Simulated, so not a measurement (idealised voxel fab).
Module name: voxel transistor to metal (process module)
We display cut, a cross-section 180 nm in width whose square cells are each 5 nm.
If you're reading a cross-section in this doc, picture square cells in a grid; it comes to you as bands, top ones listed first down to the bottom, and a band can be one or more rows of cells.
Look at the band entry: it leads with the top's height and the bottom's height in nm. Then it lists the materials left to right, with a width in nm for each. The word "full width" on a single material says that material fills the band edge to edge. The word "air" is empty space.
Heads up on the height convention: 0 is the point under which the incoming wafer is all one material, and the lowest band has no bottom, it just keeps going down, like "from 0 down".
Note: "30 to 40" means the width goes from the first number (top row of the band) to the second number (bottom row) in equal steps per row of cells.
"no change occurred" -> step changed no cross-section cell.
The list in "Closed cavities" covers empty spaces of 8 cells or more that cannot reach the top through any open way, and it gives each as width x height at distance; the distance is from the left edge, and width, height and distance are in nm.
Where a step's line continues beyond its settings, the continuation is a remark by the simulator itself on that step.
What "overlay nm" on a step's line means: if the step has a mask, that mask lay this far to the right of its planned place, or, when the value is negative, to the left.
### This section lists the process steps that were planned
1: RECEIVE (material Si)
2: OXIDIZE (depth nm 5)
3: CONFORMAL_DEP (material SiN; thk nm 15)
4: DIRECTIONAL_DEP (material aC; thk nm 10)
5: PATTERN (tone cover; mask id ACTIVE; material resist; width nm 110; thk nm 30; overlay nm 0)
6: DIRECTIONAL_ETCH (etch materials aC; depth nm 10)
7: STRIP (etch materials resist)
8: DIRECTIONAL_ETCH (etch materials SiN; depth nm 15)
9: DIRECTIONAL_ETCH (etch materials SiO2; depth nm 5)
10: DIRECTIONAL_ETCH (etch materials Si; depth nm 30)
11: STRIP (etch materials aC)
12: FILL_DEP (material SiO2; thk nm 5)
13: CMP (height nm 15)
14: SELECTIVE_ETCH (etch materials SiO2; depth nm 10)
15: STRIP (etch materials SiN)
16: SELECTIVE_ETCH (etch materials SiO2; depth nm 5)
17: OXIDIZE (depth nm 5)
18: DIRECTIONAL_DEP (material polySi; thk nm 20)
19: DIRECTIONAL_DEP (material SiCN; thk nm 15)
20: PATTERN (tone cover; mask id GATE; material resist; width nm 30; thk nm 15; overlay nm 0)
21: DIRECTIONAL_ETCH (etch materials SiCN; depth nm 25)
22: DIRECTIONAL_ETCH (etch materials polySi; depth nm 30)
23: STRIP (etch materials resist)
24: CONFORMAL_DEP (material SiO2; thk nm 5)
25: DIRECTIONAL_ETCH (etch materials SiO2; depth nm 5)
26: CONFORMAL_DEP (material SiN; thk nm 5)
27: DIRECTIONAL_ETCH (etch materials SiN; depth nm 5)
28: DIRECTIONAL_ETCH (etch materials SiO2; depth nm 5)
29: EPI (material nSi; thk nm 5)
30: FILL_DEP (material SiO2; thk nm 10)
31: CMP (height nm 15)
32: STRIP (etch materials polySi)
33: SELECTIVE_ETCH (etch materials SiO2; depth nm 5)
34: CONFORMAL_DEP (material HfO2; thk nm 5)
35: CONFORMAL_DEP (material TiN; thk nm 5)
36: FILL_DEP (material W; thk nm 10)
37: CMP (height nm 10)
38: DIRECTIONAL_DEP (material SiO2; thk nm 10)
39: PATTERN (tone open; mask id CONTACT; material resist; width nm 20; pitch nm 80; thk nm 15; overlay nm 0)
40: DIRECTIONAL_ETCH (etch materials SiO2; depth nm 25)
41: STRIP (etch materials resist)
42: CONFORMAL_DEP (material TiN; thk nm 5)
43: FILL_DEP (material W; thk nm 10)
44: CMP (height nm 20)
45: DIRECTIONAL_DEP (material TiN; thk nm 5)
46: DIRECTIONAL_DEP (material W; thk nm 20)
47: DIRECTIONAL_DEP (material aC; thk nm 10)
48: PATTERN (tone cover; mask id METAL_1; material resist; width nm 20; pitch nm 80; thk nm 25; overlay nm 0)
49: DIRECTIONAL_ETCH (etch materials aC; depth nm 10)
50: STRIP (etch materials resist)
51: DIRECTIONAL_ETCH (etch materials W; depth nm 20)
52: DIRECTIONAL_ETCH (etch materials TiN; depth nm 5)
53: STRIP (etch materials aC)
54: FILL_DEP (material SiO2; thk nm 10)
55: CMP (height nm 45)
56: CONFORMAL_DEP (material SiCN; thk nm 5)
57: DIRECTIONAL_DEP (material lowk; thk nm 35)
58: MASKED_ETCH (tone open; mask id METAL_2; width nm 20; pitch nm 80; etch materials lowk; depth nm 20; overlay nm 0)
59: PATTERN (tone open; mask id METAL_2_HOLES; material resist; width nm 15; pitch nm 80; thk nm 20; overlay nm 0)
60: DIRECTIONAL_ETCH (etch materials lowk; depth nm 15)
61: DIRECTIONAL_ETCH (etch materials SiCN; depth nm 5)
62: STRIP (etch materials resist)
63: CONFORMAL_DEP (material TiN; thk nm 5)
64: FILL_DEP (material Cu; thk nm 5)
65: CMP (height nm 85)
66: CONFORMAL_DEP (material SiCN; thk nm 5)
### First wafer of two (run as planned)
### Step 1 complete: cross-section of the wafer as received
from 0 down: Si full width
Closed cavities: none
### After step 2: wafer cross-section
from 0 to -5: SiO2 full width
Under -5: no change, same as before.
### After step 3: wafer cross-section
from 15 to 0: SiN full width
Under 0: no change, same as before.
### After step 4: wafer cross-section
from 25 to 15: aC full width
Under 15: no change, same as before.
### After step 5: wafer cross-section
from 55 to 25: air=35, then resist=110, then air=35
Under 25: no change, same as before.
### After step 6: wafer cross-section
from 45 to 25: air=35, then resist=110, then air=35
from 25 to 15: air=35, then aC=110, then air=35
Under 15: no change, same as before.
### After step 7: wafer cross-section
from 25 to 15: air=35, then aC=110, then air=35
Under 15: no change, same as before.
### After step 8: wafer cross-section
from 25 to 15: air=35, then aC=110, then air=35
from 15 to 0: air=35, then SiN=110, then air=35
Under 0: no change, same as before.
### After step 9: wafer cross-section
from 25 to 15: air=35, then aC=110, then air=35
from 15 to 0: air=35, then SiN=110, then air=35
from 0 to -5: air=35, then SiO2=110, then air=35
Under -5: no change, same as before.
### After step 10: wafer cross-section
from 25 to 15: air=35, then aC=110, then air=35
from 15 to 0: air=35, then SiN=110, then air=35
from 0 to -5: air=35, then SiO2=110, then air=35
from -5 to -35: air=35, then Si=110, then air=35
Under -35: no change, same as before.
### After step 11: wafer cross-section
from 15 to 0: air=35, then SiN=110, then air=35
Under 0: no change, same as before.
### After step 12: wafer cross-section
from 20 to 15: SiO2 full width
from 15 to 0: SiO2=35, then SiN=110, then SiO2=35
from 0 to -5: SiO2 full width
from -5 to -35: SiO2=35, then Si=110, then SiO2=35
Under -35: no change, same as before.
### After step 13: wafer cross-section
from 15 to 0: SiO2=35, then SiN=110, then SiO2=35
Under 0: no change, same as before.
### After step 14: wafer cross-section
from 15 to 5: air=35, then SiN=110, then air=35
Under 5: no change, same as before.
### After step 15: wafer cross-section
from 5 to 0: SiO2=35, then air=110, then SiO2=35
Under 0: no change, same as before.
### After step 16: wafer cross-section
from 0 to -5: SiO2=30, then air=120, then SiO2=30
Under -5: no change, same as before.
### After step 17: wafer cross-section
from 0 to -5: SiO2=30, then air=120, then SiO2=30
from -5 to -10: SiO2 full width
Under -10: no change, same as before.
### After step 18: wafer cross-section
from 20 to 15: polySi=30, then air=120, then polySi=30
from 15 to 0: polySi full width
from 0 to -5: SiO2=30, then polySi=120, then SiO2=30
Under -5: no change, same as before.
### After step 19: wafer cross-section
from 35 to 30: SiCN=30, then air=120, then SiCN=30
from 30 to 20: SiCN full width
from 20 to 15: polySi=30, then SiCN=120, then polySi=30
Under 15: no change, same as before.
### After step 20: wafer cross-section
from 50 to 35: air=75, then resist=30, then air=75
from 35 to 30: SiCN=30, then air=45, then resist=30, then air=45, then SiCN=30
Under 30: no change, same as before.
### After step 21: wafer cross-section
from 50 to 30: air=75, then resist=30, then air=75
from 30 to 20: air=75, then SiCN=30, then air=75
from 20 to 15: polySi=30, then air=45, then SiCN=30, then air=45, then polySi=30
Under 15: no change, same as before.
### After step 22: wafer cross-section
from 50 to 30: air=75, then resist=30, then air=75
from 30 to 15: air=75, then SiCN=30, then air=75
from 15 to 0: air=75, then polySi=30, then air=75
from 0 to -5: SiO2=30, then air=45, then polySi=30, then air=45, then SiO2=30
Under -5: no change, same as before.
### After step 23: wafer cross-section
from 30 to 15: air=75, then SiCN=30, then air=75
Under 15: no change, same as before.
### After step 24: wafer cross-section
from 35 to 30: air=70, then SiO2=40, then air=70
from 30 to 15: air=70, then SiO2=5, then SiCN=30, then SiO2=5, then air=70
from 15 to 5: air=70, then SiO2=5, then polySi=30, then SiO2=5, then air=70
from 5 to 0: SiO2=35, then air=35, then SiO2=5, then polySi=30, then SiO2=5, then air=35, then SiO2=35
from 0 to -5: SiO2=75, then polySi=30, then SiO2=75
Under -5: no change, same as before.
### After step 25: wafer cross-section
from 30 to 15: air=70, then SiO2=5, then SiCN=30, then SiO2=5, then air=70
from 15 to 0: air=70, then SiO2=5, then polySi=30, then SiO2=5, then air=70
from 0 to -5: SiO2=35, then air=35, then SiO2=5, then polySi=30, then SiO2=5, then air=35, then SiO2=35
Under -5: no change, same as before.
### After step 26: wafer cross-section
from 35 to 30: air=65, then SiN=50, then air=65
from 30 to 15: air=65, then SiN=5, then SiO2=5, then SiCN=30, then SiO2=5, then SiN=5, then air=65
from 15 to 5: air=65, then SiN=5, then SiO2=5, then polySi=30, then SiO2=5, then SiN=5, then air=65
from 5 to 0: SiN=40, then air=25, then SiN=5, then SiO2=5, then polySi=30, then SiO2=5, then SiN=5, then air=25, then SiN=40
from 0 to -5: SiO2=35, then SiN=35, then SiO2=5, then polySi=30, then SiO2=5, then SiN=35, then SiO2=35
Under -5: no change, same as before.
### After step 27: wafer cross-section
from 30 to 15: air=65, then SiN=5, then SiO2=5, then SiCN=30, then SiO2=5, then SiN=5, then air=65
from 15 to 0: air=65, then SiN=5, then SiO2=5, then polySi=30, then SiO2=5, then SiN=5, then air=65
from 0 to -5: SiO2=35, then SiN=5, then air=25, then SiN=5, then SiO2=5, then polySi=30, then SiO2=5, then SiN=5, then air=25, then SiN=5, then SiO2=35
Under -5: no change, same as before.
### After step 28: wafer cross-section
from 30 to 25: air=65, then SiN=5, then air=5, then SiCN=30, then air=5, then SiN=5, then air=65
from 25 to 15: air=65, then SiN=5, then SiO2=5, then SiCN=30, then SiO2=5, then SiN=5, then air=65
from 15 to 0: air=65, then SiN=5, then SiO2=5, then polySi=30, then SiO2=5, then SiN=5, then air=65
from 0 to -5: air=35, then SiN=5, then air=25, then SiN=5, then SiO2=5, then polySi=30, then SiO2=5, then SiN=5, then air=25, then SiN=5, then air=35
from -5 to -10: SiO2=40, then air=25, then SiO2=50, then air=25, then SiO2=40
Under -10: no change, same as before.
### After step 29: wafer cross-section
from 30 to 25: air=65, then SiN=5, then air=5, then SiCN=30, then air=5, then SiN=5, then air=65
from 25 to 15: air=65, then SiN=5, then SiO2=5, then SiCN=30, then SiO2=5, then SiN=5, then air=65
from 15 to 0: air=65, then SiN=5, then SiO2=5, then polySi=30, then SiO2=5, then SiN=5, then air=65
from 0 to -5: air=35, then SiN=5, then air=25, then SiN=5, then SiO2=5, then polySi=30, then SiO2=5, then SiN=5, then air=25, then SiN=5, then air=35
from -5 to -10: SiO2=40, then nSi=25, then SiO2=50, then nSi=25, then SiO2=40
Under -10: no change, same as before.
### After step 30: wafer cross-section
from 40 to 30: SiO2 full width
from 30 to 15: SiO2=65, then SiN=5, then SiO2=5, then SiCN=30, then SiO2=5, then SiN=5, then SiO2=65
from 15 to 0: SiO2=65, then SiN=5, then SiO2=5, then polySi=30, then SiO2=5, then SiN=5, then SiO2=65
from 0 to -5: SiO2=35, then SiN=5, then SiO2=25, then SiN=5, then SiO2=5, then polySi=30, then SiO2=5, then SiN=5, then SiO2=25, then SiN=5, then SiO2=35
Under -5: no change, same as before.
### After step 31: wafer cross-section
from 15 to 0: SiO2=65, then SiN=5, then SiO2=5, then polySi=30, then SiO2=5, then SiN=5, then SiO2=65
Under 0: no change, same as before.
### After step 32: wafer cross-section
from 15 to 0: SiO2=65, then SiN=5, then SiO2=5, then air=30, then SiO2=5, then SiN=5, then SiO2=65
from 0 to -5: SiO2=35, then SiN=5, then SiO2=25, then SiN=5, then SiO2=5, then air=30, then SiO2=5, then SiN=5, then SiO2=25, then SiN=5, then SiO2=35
Under -5: no change, same as before.
### After step 33: wafer cross-section
from 15 to 10: air=65, then SiN=5, then air=40, then SiN=5, then air=65
from 10 to 0: SiO2=65, then SiN=5, then air=40, then SiN=5, then SiO2=65
from 0 to -5: SiO2=35, then SiN=5, then SiO2=25, then SiN=5, then air=40, then SiN=5, then SiO2=25, then SiN=5, then SiO2=35
from -5 to -10: SiO2=40, then nSi=25, then SiO2=5, then air=40, then SiO2=5, then nSi=25, then SiO2=40
Under -10: no change, same as before.
### After step 34: wafer cross-section
from 20 to 15: air=60, then HfO2=15, then air=30, then HfO2=15, then air=60
from 15 to 10: HfO2=65, then SiN=5, then HfO2=5, then air=30, then HfO2=5, then SiN=5, then HfO2=65
from 10 to 0: SiO2=65, then SiN=5, then HfO2=5, then air=30, then HfO2=5, then SiN=5, then SiO2=65
from 0 to -5: SiO2=35, then SiN=5, then SiO2=25, then SiN=5, then HfO2=5, then air=30, then HfO2=5, then SiN=5, then SiO2=25, then SiN=5, then SiO2=35
from -5 to -10: SiO2=40, then nSi=25, then SiO2=5, then HfO2=40, then SiO2=5, then nSi=25, then SiO2=40
Under -10: no change, same as before.
### After step 35: wafer cross-section
from 25 to 20: air=55, then TiN=25, then air=20, then TiN=25, then air=55
from 20 to 15: TiN=60, then HfO2=15, then TiN=5, then air=20, then TiN=5, then HfO2=15, then TiN=60
from 15 to 10: HfO2=65, then SiN=5, then HfO2=5, then TiN=5, then air=20, then TiN=5, then HfO2=5, then SiN=5, then HfO2=65
from 10 to 0: SiO2=65, then SiN=5, then HfO2=5, then TiN=5, then air=20, then TiN=5, then HfO2=5, then SiN=5, then SiO2=65
from 0 to -5: SiO2=35, then SiN=5, then SiO2=25, then SiN=5, then HfO2=5, then TiN=30, then HfO2=5, then SiN=5, then SiO2=25, then SiN=5, then SiO2=35
Under -5: no change, same as before.
### After step 36: wafer cross-section
from 35 to 25: W full width
from 25 to 20: W=55, then TiN=25, then W=20, then TiN=25, then W=55
from 20 to 15: TiN=60, then HfO2=15, then TiN=5, then W=20, then TiN=5, then HfO2=15, then TiN=60
from 15 to 10: HfO2=65, then SiN=5, then HfO2=5, then TiN=5, then W=20, then TiN=5, then HfO2=5, then SiN=5, then HfO2=65
from 10 to 0: SiO2=65, then SiN=5, then HfO2=5, then TiN=5, then W=20, then TiN=5, then HfO2=5, then SiN=5, then SiO2=65
Under 0: no change, same as before.
### After step 37: wafer cross-section
from 10 to 0: SiO2=65, then SiN=5, then HfO2=5, then TiN=5, then W=20, then TiN=5, then HfO2=5, then SiN=5, then SiO2=65
Under 0: no change, same as before.
### After step 38: wafer cross-section
from 20 to 10: SiO2 full width
Under 10: no change, same as before.
### After step 39: wafer cross-section
from 35 to 20: resist=40, then air=20, then resist=60, then air=20, then resist=40
Under 20: no change, same as before.
### After step 40: wafer cross-section
from 35 to 20: resist=40, then air=20, then resist=60, then air=20, then resist=40
from 20 to 10: SiO2=40, then air=20, then SiO2=60, then air=20, then SiO2=40
from 10 to 0: SiO2=40, then air=20, then SiO2=5, then SiN=5, then HfO2=5, then TiN=5, then W=20, then TiN=5, then HfO2=5, then SiN=5, then SiO2=5, then air=20, then SiO2=40
from 0 to -5: SiO2=35, then SiN=5, then air=20, then SiO2=5, then SiN=5, then HfO2=5, then TiN=30, then HfO2=5, then SiN=5, then SiO2=5, then air=20, then SiN=5, then SiO2=35
Under -5: no change, same as before.
### After step 41: wafer cross-section
from 20 to 10: SiO2=40, then air=20, then SiO2=60, then air=20, then SiO2=40
Under 10: no change, same as before.
### After step 42: wafer cross-section
from 25 to 20: TiN=45, then air=10, then TiN=70, then air=10, then TiN=45
from 20 to 10: SiO2=40, then TiN=5, then air=10, then TiN=5, then SiO2=60, then TiN=5, then air=10, then TiN=5, then SiO2=40
from 10 to 0: SiO2=40, then TiN=5, then air=10, then TiN=5, then SiO2=5, then SiN=5, then HfO2=5, then TiN=5, then W=20, then TiN=5, then HfO2=5, then SiN=5, then SiO2=5, then TiN=5, then air=10, then TiN=5, then SiO2=40
from 0 to -5: SiO2=35, then SiN=5, then TiN=20, then SiO2=5, then SiN=5, then HfO2=5, then TiN=30, then HfO2=5, then SiN=5, then SiO2=5, then TiN=20, then SiN=5, then SiO2=35
Under -5: no change, same as before.
### After step 43: wafer cross-section
from 35 to 25: W full width
from 25 to 20: TiN=45, then W=10, then TiN=70, then W=10, then TiN=45
from 20 to 10: SiO2=40, then TiN=5, then W=10, then TiN=5, then SiO2=60, then TiN=5, then W=10, then TiN=5, then SiO2=40
from 10 to 0: SiO2=40, then TiN=5, then W=10, then TiN=5, then SiO2=5, then SiN=5, then HfO2=5, then TiN=5, then W=20, then TiN=5, then HfO2=5, then SiN=5, then SiO2=5, then TiN=5, then W=10, then TiN=5, then SiO2=40
Under 0: no change, same as before.
### After step 44: wafer cross-section
from 20 to 10: SiO2=40, then TiN=5, then W=10, then TiN=5, then SiO2=60, then TiN=5, then W=10, then TiN=5, then SiO2=40
Under 10: no change, same as before.
### After step 45: wafer cross-section
from 25 to 20: TiN full width
Under 20: no change, same as before.
### After step 46: wafer cross-section
from 45 to 25: W full width
Under 25: no change, same as before.
### After step 47: wafer cross-section
from 55 to 45: aC full width
Under 45: no change, same as before.
### After step 48: wafer cross-section
from 80 to 55: air=40, then resist=20, then air=60, then resist=20, then air=40
Under 55: no change, same as before.
### After step 49: wafer cross-section
from 70 to 55: air=40, then resist=20, then air=60, then resist=20, then air=40
from 55 to 45: air=40, then aC=20, then air=60, then aC=20, then air=40
Under 45: no change, same as before.
### After step 50: wafer cross-section
from 55 to 45: air=40, then aC=20, then air=60, then aC=20, then air=40
Under 45: no change, same as before.
### After step 51: wafer cross-section
from 55 to 45: air=40, then aC=20, then air=60, then aC=20, then air=40
from 45 to 25: air=40, then W=20, then air=60, then W=20, then air=40
Under 25: no change, same as before.
### After step 52: wafer cross-section
from 55 to 45: air=40, then aC=20, then air=60, then aC=20, then air=40
from 45 to 25: air=40, then W=20, then air=60, then W=20, then air=40
from 25 to 20: air=40, then TiN=20, then air=60, then TiN=20, then air=40
Under 20: no change, same as before.
### After step 53: wafer cross-section
from 45 to 25: air=40, then W=20, then air=60, then W=20, then air=40
Under 25: no change, same as before.
### After step 54: wafer cross-section
from 55 to 45: SiO2 full width
from 45 to 25: SiO2=40, then W=20, then SiO2=60, then W=20, then SiO2=40
from 25 to 20: SiO2=40, then TiN=20, then SiO2=60, then TiN=20, then SiO2=40
Under 20: no change, same as before.
### After step 55: wafer cross-section
from 45 to 25: SiO2=40, then W=20, then SiO2=60, then W=20, then SiO2=40
Under 25: no change, same as before.
### After step 56: wafer cross-section
from 50 to 45: SiCN full width
Under 45: no change, same as before.
### After step 57: wafer cross-section
from 85 to 50: lowk full width
Under 50: no change, same as before.
### After step 58: wafer cross-section
from 85 to 65: lowk=40, then air=20, then lowk=60, then air=20, then lowk=40
Under 65: no change, same as before.
### After step 59: wafer cross-section
from 105 to 85: resist=40, then air=15, then resist=65, then air=15, then resist=45
from 85 to 65: lowk=40, then air=15, then resist=5, then lowk=60, then air=15, then resist=5, then lowk=40
Under 65: no change, same as before.
### After step 60: wafer cross-section
from 105 to 85: resist=40, then air=15, then resist=65, then air=15, then resist=45
from 85 to 65: lowk=40, then air=15, then resist=5, then lowk=60, then air=15, then resist=5, then lowk=40
from 65 to 50: lowk=40, then air=15, then lowk=65, then air=15, then lowk=45
Under 50: no change, same as before.
### After step 61: wafer cross-section
from 105 to 85: resist=40, then air=15, then resist=65, then air=15, then resist=45
from 85 to 65: lowk=40, then air=15, then resist=5, then lowk=60, then air=15, then resist=5, then lowk=40
from 65 to 50: lowk=40, then air=15, then lowk=65, then air=15, then lowk=45
from 50 to 45: SiCN=40, then air=15, then SiCN=65, then air=15, then SiCN=45
Under 45: no change, same as before.
### After step 62: wafer cross-section
from 85 to 65: lowk=40, then air=20, then lowk=60, then air=20, then lowk=40
Under 65: no change, same as before.
### After step 63: wafer cross-section
from 90 to 85: TiN=45, then air=10, then TiN=70, then air=10, then TiN=45
from 85 to 70: lowk=40, then TiN=5, then air=10, then TiN=5, then lowk=60, then TiN=5, then air=10, then TiN=5, then lowk=40
from 70 to 65: lowk=40, then TiN=5, then air=5, then TiN=10, then lowk=60, then TiN=5, then air=5, then TiN=10, then lowk=40
from 65 to 50: lowk=40, then TiN=5, then air=5, then TiN=5, then lowk=65, then TiN=5, then air=5, then TiN=5, then lowk=45
from 50 to 45: SiCN=40, then TiN=15, then SiCN=65, then TiN=15, then SiCN=45
Under 45: no change, same as before.
### After step 64: wafer cross-section
from 95 to 90: Cu full width
from 90 to 85: TiN=45, then Cu=10, then TiN=70, then Cu=10, then TiN=45
from 85 to 70: lowk=40, then TiN=5, then Cu=10, then TiN=5, then lowk=60, then TiN=5, then Cu=10, then TiN=5, then lowk=40
from 70 to 65: lowk=40, then TiN=5, then Cu=5, then TiN=10, then lowk=60, then TiN=5, then Cu=5, then TiN=10, then lowk=40
from 65 to 50: lowk=40, then TiN=5, then Cu=5, then TiN=5, then lowk=65, then TiN=5, then Cu=5, then TiN=5, then lowk=45
Under 50: no change, same as before.
### After step 65: wafer cross-section
from 85 to 70: lowk=40, then TiN=5, then Cu=10, then TiN=5, then lowk=60, then TiN=5, then Cu=10, then TiN=5, then lowk=40
Under 70: no change, same as before.
### After step 66: wafer cross-section
from 90 to 85: SiCN full width
Under 85: no change, same as before.
### Second wafer - shared start and plan with the first - one error in running - same as the first up to step 38 inclusive
### Planned end of step 39: second wafer, cross-section
from 35 to 20: resist=30, then air=20, then resist=60, then air=20, then resist=50
Under 20: no change, same as before.
### Planned end of step 40: second wafer, cross-section
from 35 to 20: resist=30, then air=20, then resist=60, then air=20, then resist=50
from 20 to 10: SiO2=30, then air=20, then SiO2=60, then air=20, then SiO2=50
from 10 to 0: SiO2=30, then air=20, then SiO2=15, then SiN=5, then HfO2=5, then TiN=5, then W=20, then TiN=5, then HfO2=5, then SiN=5, then air=15, then SiO2=50
from 0 to -5: SiO2=30, then air=5, then SiN=5, then air=10, then SiO2=15, then SiN=5, then HfO2=5, then TiN=30, then HfO2=5, then SiN=5, then air=15, then SiO2=10, then SiN=5, then SiO2=35
Under -5: no change, same as before.
### Planned end of step 41: second wafer, cross-section
from 20 to 10: SiO2=30, then air=20, then SiO2=60, then air=20, then SiO2=50
Under 10: no change, same as before.
### Planned end of step 42: second wafer, cross-section
from 25 to 20: TiN=35, then air=10, then TiN=70, then air=10, then TiN=55
from 20 to 10: SiO2=30, then TiN=5, then air=10, then TiN=5, then SiO2=60, then TiN=5 to 10, then air=10 to 5, then TiN=5, then SiO2=50
from 10 to 5: SiO2=30, then TiN=5, then air=10, then TiN=5, then SiO2=15, then SiN=5, then HfO2=5, then TiN=5, then W=20, then TiN=5, then HfO2=5, then SiN=5, then TiN=5, then air=5, then TiN=5, then SiO2=50
from 5 to 0: SiO2=30, then TiN=20, then SiO2=15, then SiN=5, then HfO2=5, then TiN=5, then W=20, then TiN=5, then HfO2=5, then SiN=5, then TiN=5, then air=5, then TiN=5, then SiO2=50
from 0 to -5: SiO2=30, then TiN=5, then SiN=5, then TiN=10, then SiO2=15, then SiN=5, then HfO2=5, then TiN=30, then HfO2=5, then SiN=5, then TiN=15, then SiO2=10, then SiN=5, then SiO2=35
Under -5: no change, same as before.
### Planned end of step 43: second wafer, cross-section
from 35 to 25: W full width
from 25 to 20: TiN=35, then W=10, then TiN=70, then W=10, then TiN=55
from 20 to 10: SiO2=30, then TiN=5, then W=10, then TiN=5, then SiO2=60, then TiN=5 to 10, then W=10 to 5, then TiN=5, then SiO2=50
from 10 to 5: SiO2=30, then TiN=5, then W=10, then TiN=5, then SiO2=15, then SiN=5, then HfO2=5, then TiN=5, then W=20, then TiN=5, then HfO2=5, then SiN=5, then TiN=5, then W=5, then TiN=5, then SiO2=50
from 5 to 0: SiO2=30, then TiN=20, then SiO2=15, then SiN=5, then HfO2=5, then TiN=5, then W=20, then TiN=5, then HfO2=5, then SiN=5, then TiN=5, then W=5, then TiN=5, then SiO2=50
Under 0: no change, same as before.
### Planned end of step 44: second wafer, cross-section
from 20 to 10: SiO2=30, then TiN=5, then W=10, then TiN=5, then SiO2=60, then TiN=5 to 10, then W=10 to 5, then TiN=5, then SiO2=50
Under 10: no change, same as before.
### Planned end of step 45: second wafer, cross-section
from 25 to 20: TiN full width
Under 20: no change, same as before.
### Planned end of step 46: second wafer, cross-section
from 45 to 25: W full width
Under 25: no change, same as before.
### Planned end of step 47: second wafer, cross-section
from 55 to 45: aC full width
Under 45: no change, same as before.
### Planned end of step 48: second wafer, cross-section
from 80 to 55: air=40, then resist=20, then air=60, then resist=20, then air=40
Under 55: no change, same as before.
### Planned end of step 49: second wafer, cross-section
from 70 to 55: air=40, then resist=20, then air=60, then resist=20, then air=40
from 55 to 45: air=40, then aC=20, then air=60, then aC=20, then air=40
Under 45: no change, same as before.
### Planned end of step 50: second wafer, cross-section
from 55 to 45: air=40, then aC=20, then air=60, then aC=20, then air=40
Under 45: no change, same as before.
### Planned end of step 51: second wafer, cross-section
from 55 to 45: air=40, then aC=20, then air=60, then aC=20, then air=40
from 45 to 25: air=40, then W=20, then air=60, then W=20, then air=40
Under 25: no change, same as before.
### Planned end of step 52: second wafer, cross-section
from 55 to 45: air=40, then aC=20, then air=60, then aC=20, then air=40
from 45 to 25: air=40, then W=20, then air=60, then W=20, then air=40
from 25 to 20: air=40, then TiN=20, then air=60, then TiN=20, then air=40
Under 20: no change, same as before.
### Planned end of step 53: second wafer, cross-section
from 45 to 25: air=40, then W=20, then air=60, then W=20, then air=40
Under 25: no change, same as before.
### Planned end of step 54: second wafer, cross-section
from 55 to 45: SiO2 full width
from 45 to 25: SiO2=40, then W=20, then SiO2=60, then W=20, then SiO2=40
from 25 to 20: SiO2=40, then TiN=20, then SiO2=60, then TiN=20, then SiO2=40
Under 20: no change, same as before.
### Planned end of step 55: second wafer, cross-section
from 45 to 25: SiO2=40, then W=20, then SiO2=60, then W=20, then SiO2=40
Under 25: no change, same as before.
### Planned end of step 56: second wafer, cross-section
from 50 to 45: SiCN full width
Under 45: no change, same as before.
### Planned end of step 57: second wafer, cross-section
from 85 to 50: lowk full width
Under 50: no change, same as before.
### Planned end of step 58: second wafer, cross-section
from 85 to 65: lowk=40, then air=20, then lowk=60, then air=20, then lowk=40
Under 65: no change, same as before.
### Planned end of step 59: second wafer, cross-section
from 105 to 85: resist=40, then air=15, then resist=65, then air=15, then resist=45
from 85 to 65: lowk=40, then air=15, then resist=5, then lowk=60, then air=15, then resist=5, then lowk=40
Under 65: no change, same as before.
### Planned end of step 60: second wafer, cross-section
from 105 to 85: resist=40, then air=15, then resist=65, then air=15, then resist=45
from 85 to 65: lowk=40, then air=15, then resist=5, then lowk=60, then air=15, then resist=5, then lowk=40
from 65 to 50: lowk=40, then air=15, then lowk=65, then air=15, then lowk=45
Under 50: no change, same as before.
### Planned end of step 61: second wafer, cross-section
from 105 to 85: resist=40, then air=15, then resist=65, then air=15, then resist=45
from 85 to 65: lowk=40, then air=15, then resist=5, then lowk=60, then air=15, then resist=5, then lowk=40
from 65 to 50: lowk=40, then air=15, then lowk=65, then air=15, then lowk=45
from 50 to 45: SiCN=40, then air=15, then SiCN=65, then air=15, then SiCN=45
Under 45: no change, same as before.
### Planned end of step 62: second wafer, cross-section
from 85 to 65: lowk=40, then air=20, then lowk=60, then air=20, then lowk=40
Under 65: no change, same as before.
### Planned end of step 63: second wafer, cross-section
from 90 to 85: TiN=45, then air=10, then TiN=70, then air=10, then TiN=45
from 85 to 70: lowk=40, then TiN=5, then air=10, then TiN=5, then lowk=60, then TiN=5, then air=10, then TiN=5, then lowk=40
from 70 to 65: lowk=40, then TiN=5, then air=5, then TiN=10, then lowk=60, then TiN=5, then air=5, then TiN=10, then lowk=40
from 65 to 50: lowk=40, then TiN=5, then air=5, then TiN=5, then lowk=65, then TiN=5, then air=5, then TiN=5, then lowk=45
from 50 to 45: SiCN=40, then TiN=15, then SiCN=65, then TiN=15, then SiCN=45
Under 45: no change, same as before.
### Planned end of step 64: second wafer, cross-section
from 95 to 90: Cu full width
from 90 to 85: TiN=45, then Cu=10, then TiN=70, then Cu=10, then TiN=45
from 85 to 70: lowk=40, then TiN=5, then Cu=10, then TiN=5, then lowk=60, then TiN=5, then Cu=10, then TiN=5, then lowk=40
from 70 to 65: lowk=40, then TiN=5, then Cu=5, then TiN=10, then lowk=60, then TiN=5, then Cu=5, then TiN=10, then lowk=40
from 65 to 50: lowk=40, then TiN=5, then Cu=5, then TiN=5, then lowk=65, then TiN=5, then Cu=5, then TiN=5, then lowk=45
Under 50: no change, same as before.
### Planned end of step 65: second wafer, cross-section
from 85 to 70: lowk=40, then TiN=5, then Cu=10, then TiN=5, then lowk=60, then TiN=5, then Cu=10, then TiN=5, then lowk=40
Under 70: no change, same as before.
### Planned end of step 66: second wafer, cross-section
from 90 to 85: SiCN full width
Under 85: no change, same as before.
Here's what went sideways: step 39 changed vs plan, executed as PATTERN (tone open; mask id CONTACT; material resist; width nm 20; pitch nm 80; thk nm 15; overlay nm -10)
Upon completion, the second wafer contains, in terms of cells, a greater or smaller amount of certain materials than the first wafer: SiO2 +4 | TiN +1 | W -5
